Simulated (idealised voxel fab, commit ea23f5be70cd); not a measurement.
process module | voxel lift off
cross-section cut | 200 nm wide | cells 5 nm
A cross-section is a grid of square cells, given in bands from the top down. A band is one or more rows of cells.
Each band's line starts with the height of the band's top and of its bottom, in nm. Then come its materials from left to right, each with its width in nm. One material with "throughout" fills the band from edge to edge. "air" is empty space.
Height 0 is the level under which the wafer as received is all one material. The lowest band goes on downwards, as in "0 down".
A width such as "30 to 40" changes by the same amount from each row of cells to the next, from the band's top row to its bottom row.
"no change" after a step means that no cell of the cross-section changed.
closed voids: empty space of 8 cells or more with no open way to the top, each as width x height at its distance from the left edge, in nm
after a step's settings: what the simulator itself notes on the step
overlay nm, on a step with a mask: how far to the right of its planned place the mask lay; to the left if negative
plan
1 op RECEIVE | material Si
2 op CONFORMAL_DEP | material SiN | thk nm 10
3 op PATTERN | tone open | mask id LINES | material resist | width nm 15 | pitch nm 40 | thk nm 30 | overlay nm 0
4 op DIRECTIONAL_DEP | material Ru | thk nm 15
5 op STRIP | etch materials resist
6 op CONFORMAL_DEP | material SiO2 | thk nm 10
as received, after step 1
  0 down: Si throughout
  closed voids: none
a wafer at the end: this start, this plan, one mistake
  35 to 25: air 65 | SiO2 35 | air 5 | SiO2 35 | air 60
  25 to 20: air 65 | SiO2 10 | Ru 15 | SiO2 10 | air 5 | SiO2 10 | Ru 15 | SiO2 10 | air 60
  20 to 10: SiO2 75 | Ru 15 | SiO2 25 | Ru 15 | SiO2 70
  10 to 0: SiN throughout
  0 down: Si throughout
  closed voids: none
what went wrong: step 3 ran as: op PATTERN | tone open | mask id LINES | material resist | width nm 15 | pitch nm 40 | thk nm 30 | overlay nm 5
